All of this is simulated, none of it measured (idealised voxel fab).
Name of the process module below: voxel transistor to metal
The cross-section on display is named cut; it measures 215 nm wide, and its cells are 5 nm squares.
In what follows, cross-sections appear as grids of square cells, described through bands that run from the top down, where every band is one or more rows of cells. For a band, the entry starts with two heights in nm, that of the top and then that of the bottom, and carries on with the band's materials in order from left to right, each alongside its width in nm; the word "all across" beside a single material means it fills the band edge to edge, and "blank" means empty space. Height is counted from the level 0, under which the received wafer is composed throughout of one material. The lowest of the bands is not closed at the bottom but continues downward, in the notation "0 and below". Width "30..40": first value at the band's top row of cells, second value at its bottom row, equal change from row to row. "no modifications" for a step: no cell of the cross-section changed in that step. Any empty space of 8 cells or more lacking an open way to the top shows up in "Fully enclosed voids" as width x height at distance, distance from the left edge, in nm. Step line, after settings: the simulator's comment on this step. When a step includes a mask, the "overlay nm" setting on its line states how far to the right of its planned place that mask lay, and negative values state how far to the left.
-- Planned step list for the process
- 1: op RECEIVE | material Si
- 2: op CONFORMAL_DEP | material SiO2 | thk nm 5
- 3: op CONFORMAL_DEP | material SiN | thk nm 10
- 4: op DIRECTIONAL_DEP | material aC | thk nm 15
- 5: op PATTERN | tone cover | mask id ACTIVE | material resist | width nm 115 | thk nm 30 | overlay nm 0
- 6: op DIRECTIONAL_ETCH | etch materials aC | depth nm 15
- 7: op STRIP | etch materials resist
- 8: op DIRECTIONAL_ETCH | etch materials SiN | depth nm 10
- 9: op DIRECTIONAL_ETCH | etch materials SiO2 | depth nm 5
- 10: op DIRECTIONAL_ETCH | etch materials Si | depth nm 25
- 11: op STRIP | etch materials aC
- 12: op OXIDIZE | depth nm 5
- 13: op FILL_DEP | material SiO2 | thk nm 15
- 14: op CMP | height nm 15
- 15: op SELECTIVE_ETCH | etch materials SiO2 | depth nm 10
- 16: op STRIP | etch materials SiN
- 17: op SELECTIVE_ETCH | etch materials SiO2 | depth nm 5
- 18: op OXIDIZE | depth nm 5
- 19: op DIRECTIONAL_DEP | material polySi | thk nm 25
- 20: op DIRECTIONAL_DEP | material SiCN | thk nm 15
- 21: op DIRECTIONAL_DEP | material aC | thk nm 15
- 22: op PATTERN | tone cover | mask id GATE | material resist | width nm 25 | thk nm 35 | overlay nm 0
- 23: op DIRECTIONAL_ETCH | etch materials aC | depth nm 15
- 24: op STRIP | etch materials resist
- 25: op DIRECTIONAL_ETCH | etch materials SiCN | depth nm 25
- 26: op DIRECTIONAL_ETCH | etch materials polySi | depth nm 35
- 27: op STRIP | etch materials aC
- 28: op CONFORMAL_DEP | material SiN | thk nm 10
- 29: op DIRECTIONAL_ETCH | etch materials SiN | depth nm 10
- 30: op DIRECTIONAL_ETCH | etch materials SiO2 | depth nm 5
- 31: op DIRECTIONAL_ETCH | etch materials Si | depth nm 5
- 32: op EPI | material pSi | thk nm 5
- 33: op FILL_DEP | material SiO2 | thk nm 10
- 34: op CMP | height nm 25
- 35: op STRIP | etch materials polySi
- 36: op SELECTIVE_ETCH | etch materials SiO2 | depth nm 5
- 37: op CONFORMAL_DEP | material HfO2 | thk nm 5
- 38: op CONFORMAL_DEP | material TiN | thk nm 5
- 39: op FILL_DEP | material W | thk nm 10
- 40: op CMP | height nm 20
- 41: op DIRECTIONAL_DEP | material SiO2 | thk nm 15
- 42: op DIRECTIONAL_DEP | material aC | thk nm 15
- 43: op PATTERN | tone open | mask id CONTACT | material resist | width nm 20 | pitch nm 75 | thk nm 35 | overlay nm 0
- 44: op DIRECTIONAL_ETCH | etch materials aC | depth nm 15
- 45: op STRIP | etch materials resist
- 46: op DIRECTIONAL_ETCH | etch materials SiO2 | depth nm 40
- 47: op STRIP | etch materials aC
- 48: op CONFORMAL_DEP | material TiN | thk nm 5
- 49: op FILL_DEP | material W | thk nm 10
- 50: op CMP | height nm 35
- 51: op DIRECTIONAL_DEP | material TiN | thk nm 5
- 52: op DIRECTIONAL_DEP | material W | thk nm 25
- 53: op DIRECTIONAL_DEP | material aC | thk nm 10
- 54: op PATTERN | tone cover | mask id METAL_1 | material resist | width nm 20 | pitch nm 75 | thk nm 25 | overlay nm 0
- 55: op DIRECTIONAL_ETCH | etch materials aC | depth nm 10
- 56: op STRIP | etch materials resist
- 57: op DIRECTIONAL_ETCH | etch materials W | depth nm 25
- 58: op DIRECTIONAL_ETCH | etch materials TiN | depth nm 5
- 59: op STRIP | etch materials aC
- 60: op FILL_DEP | material SiO2 | thk nm 10
- 61: op CMP | height nm 65
- 62: op CONFORMAL_DEP | material SiCN | thk nm 5
- 63: op DIRECTIONAL_DEP | material SiO2 | thk nm 35
- 64: op MASKED_ETCH | tone open | mask id METAL_2 | width nm 20 | pitch nm 75 | etch materials SiO2 | depth nm 20 | overlay nm 0
- 65: op PATTERN | tone open | mask id METAL_2_HOLES | material resist | width nm 15 | pitch nm 75 | thk nm 20 | overlay nm 0
- 66: op DIRECTIONAL_ETCH | etch materials SiO2 | depth nm 15
- 67: op DIRECTIONAL_ETCH | etch materials SiCN | depth nm 5
- 68: op STRIP | etch materials resist
- 69: op CONFORMAL_DEP | material TiN | thk nm 5
- 70: op FILL_DEP | material Ru | thk nm 5
- 71: op CMP | height nm 105
- 72: op CONFORMAL_DEP | material SiN | thk nm 5
-- As-received state of the wafer in cross-section, equivalent to post-step 1
    0 and below: Si all across
    Fully enclosed voids: none
-- The following cross-section depicts the wafer upon conclusion of the module. Processing commenced from the starting condition illustrated above and adhered to the plan illustrated above, save for one mistake in execution
    110 down to 105: SiN all across
    105 down to 75: SiO2: 60  TiN: 5  Ru: 10  TiN: 5  SiO2: 55  TiN: 5  Ru: 10  TiN: 5  SiO2: 60
    75 down to 70: SiO2: 60  TiN: 5  Ru: 5  TiN: 10  SiO2: 55  TiN: 5  Ru: 5  TiN: 10  SiO2: 60
    70 down to 65: SiCN: 60  TiN: 15  SiCN: 60  TiN: 15  SiCN: 65
    65 down to 40: SiO2: 60  W: 20  SiO2: 55  W: 20  SiO2: 60
    40 down to 35: SiO2: 60  TiN: 20  SiO2: 55  TiN: 20  SiO2: 60
    35 down to 20: SiO2: 60  TiN: 5  W: 10  TiN: 5  SiO2: 55  TiN: 5  W: 10  TiN: 5  SiO2: 60
    20 down to 5: SiO2: 60  TiN: 5  W: 10  TiN: 5  SiO2: 5  SiN: 10  HfO2: 5  TiN: 5  W: 5  TiN: 5  HfO2: 5  SiN: 10  SiO2: 5  TiN: 5  W: 10  TiN: 5  SiO2: 60
    5 down to 0: SiO2: 60  TiN: 5  W: 10  TiN: 5  SiO2: 5  SiN: 10  HfO2: 5  TiN: 15  HfO2: 5  SiN: 10  SiO2: 5  TiN: 5  W: 10  TiN: 5  SiO2: 60
    0 down to -5: SiO2: 60  TiN: 20  pSi: 5  SiO2: 5  HfO2: 35  SiO2: 5  pSi: 5  TiN: 20  SiO2: 60
    -5 down to -10: SiO2: 55  pSi: 30  Si: 45  pSi: 30  SiO2: 55
    -10 down to -30: SiO2: 55  Si: 105  SiO2: 55
    -30 and below: Si all across
    Fully enclosed voids: none
The mistake made against the process plan was this: step 64 from the plan got run twice
